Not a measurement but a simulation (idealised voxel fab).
The name of this process module is voxel wiring stack.
Square cells of 5 nm make up the cross-section cut, whose width is 200 nm.
Heads up, the way a cross-section reads in here is a grid of square cells, handed over as bands from the top down, with every band being one or more rows of cells. Band: top and bottom heights (nm) first, top before bottom; then materials from left to right, widths in nm. "throughout" marks a sole material filling the band edge to edge. "blank" denotes empty space. Height 0 is the level under which the wafer as received is all one material. The lowest band goes on downwards, as in "0 -> down". Graded width ("30->40"): value in top row of band = first number; value in bottom row = second number; row-to-row change constant. You'll sometimes find "no change occurred" written for a step, and that's the way of saying that nowhere in the cross-section did a cell change during that step. Sealed cavities: empty space of 8 cells or more with no open way to the top, each as width x height at its distance from the left edge, in nm. Past the settings on a step's line: simulator remark, on that step. overlay nm: mask offset rightward from planned place, masked step; negative means leftward offset.

**plan**
1: RECEIVE (material Si)
2: CONFORMAL_DEP (material SiO2; thk nm 15)
3: DIRECTIONAL_DEP (material TiN; thk nm 5)
4: DIRECTIONAL_DEP (material Ru; thk nm 20)
5: MASKED_ETCH (tone cover; mask id METAL_1; width nm 30; pitch nm 60; etch materials Ru; depth nm 20; overlay nm 0)
6: MASKED_ETCH (tone cover; mask id METAL_1; width nm 30; pitch nm 60; etch materials TiN; depth nm 5; overlay nm 0)
7: CONFORMAL_DEP (material SiCN; thk nm 5)
8: FILL_DEP (material SiO2; thk nm 5)
9: CMP (height nm 40)
10: CONFORMAL_DEP (material SiCN; thk nm 5)
11: DIRECTIONAL_DEP (material lowk; thk nm 30)
12: PATTERN (tone open; mask id METAL_2_HOLES; material resist; width nm 15; pitch nm 60; thk nm 20; overlay nm 0)
13: DIRECTIONAL_ETCH (etch materials lowk; depth nm 30)
14: STRIP (etch materials resist)
15: MASKED_ETCH (tone open; mask id METAL_2; width nm 30; pitch nm 60; etch materials lowk; depth nm 20; overlay nm 0)
16: MASKED_ETCH (tone open; mask id METAL_2; width nm 30; pitch nm 60; etch materials SiCN; depth nm 5; overlay nm 0)
17: CONFORMAL_DEP (material TiN; thk nm 5)
18: FILL_DEP (material Cu; thk nm 10)
19: CMP (height nm 75)
20: CONFORMAL_DEP (material SiCN; thk nm 5)
21: DIRECTIONAL_DEP (material lowk; thk nm 35)
22: MASKED_ETCH (tone open; mask id METAL_3; width nm 30; pitch nm 60; etch materials lowk; depth nm 20; overlay nm 0)
23: MASKED_ETCH (tone open; mask id METAL_3_HOLES; width nm 15; etch materials lowk; depth nm 15; overlay nm 0)
24: MASKED_ETCH (tone open; mask id METAL_3_HOLES; width nm 15; etch materials SiCN; depth nm 5; overlay nm 0)
25: CONFORMAL_DEP (material TiN; thk nm 5)
26: FILL_DEP (material Ru; thk nm 10)
27: CMP (height nm 115)
28: CONFORMAL_DEP (material SiCN; thk nm 5)

**Cross-section of the wafer at receipt, which is the condition after step 1**
> 0 -> down  Si throughout
> Sealed cavities: none

**First of two wafers, end-of-module section, run followed plan**
> 120 -> 115  SiCN throughout
> 115 -> 100  lowk 55 / TiN 5 / Ru 20 / TiN 5 / lowk 30 / TiN 5 / Ru 20 / TiN 5 / lowk 55
> 100 -> 95  lowk 55 / TiN 5 / Ru 5 / TiN 20 / lowk 30 / TiN 30 / lowk 55
> 95 -> 80  lowk 55 / TiN 5 / Ru 5 / TiN 5 / lowk 130
> 80 -> 75  SiCN 55 / TiN 15 / SiCN 130
> 75 -> 60  lowk 55 / TiN 5 / Cu 20 / TiN 5 / lowk 30 / TiN 5 / Cu 20 / TiN 5 / lowk 55
> 60 -> 55  lowk 55 / TiN 5 / Cu 5 / TiN 20 / lowk 30 / TiN 5 / Cu 5 / TiN 20 / lowk 55
> 55 -> 45  lowk 55 / TiN 5 / Cu 5 / TiN 5 / lowk 45 / TiN 5 / Cu 5 / TiN 5 / lowk 70
> 45 -> 40  SiCN 55 / TiN 15 / SiCN 45 / TiN 15 / SiCN 70
> 40 -> 20  SiO2 50 / SiCN 5 / Ru 30 / SiCN 5 / SiO2 20 / SiCN 5 / Ru 30 / SiCN 5 / SiO2 50
> 20 -> 15  SiCN 55 / TiN 30 / SiCN 30 / TiN 30 / SiCN 55
> 15 -> 0  SiO2 throughout
> 0 -> down  Si throughout
> Sealed cavities: none

**Wafer two, end of module, cross-section. Same start, same plan as wafer one. One mistake in the run**
> 120 -> 115  SiCN throughout
> 115 -> 100  lowk 55 / TiN 5 / Ru 20 / TiN 5 / lowk 30 / TiN 5 / Ru 20 / TiN 5 / lowk 55
> 100 -> 95  lowk 55 / TiN 5 / Ru 5 / TiN 20 / lowk 30 / TiN 30 / lowk 55
> 95 -> 80  lowk 55 / TiN 5 / Ru 5 / TiN 5 / lowk 130
> 80 -> 75  SiCN 55 / TiN 15 / SiCN 130
> 75 -> 60  lowk 55 / TiN 5 / Cu 20 / TiN 5 / lowk 30 / TiN 5 / Cu 20 / TiN 5 / lowk 55
> 60 -> 55  lowk 55 / TiN 5 / Cu 10 / TiN 15 / lowk 30 / TiN 5 / Cu 10 / TiN 15 / lowk 55
> 55 -> 45  lowk 55 / TiN 5 / Cu 10 / TiN 5 / lowk 40 / TiN 5 / Cu 10 / TiN 5 / lowk 65
> 45 -> 40  SiCN 55 / TiN 20 / SiCN 40 / TiN 20 / SiCN 65
> 40 -> 20  SiO2 50 / SiCN 5 / Ru 30 / SiCN 5 / SiO2 20 / SiCN 5 / Ru 30 / SiCN 5 / SiO2 50
> 20 -> 15  SiCN 55 / TiN 30 / SiCN 30 / TiN 30 / SiCN 55
> 15 -> 0  SiO2 throughout
> 0 -> down  Si throughout
> Sealed cavities: none
What went wrong in running the wafer? step 12 went in with a setting other than planned; the actual run was PATTERN (tone open; mask id METAL_2_HOLES; material resist; width nm 20; pitch nm 60; thk nm 20; overlay nm 0)
End of process, cell counts, second wafer against first, materials with more or fewer: Cu +6, SiCN -2, lowk -4
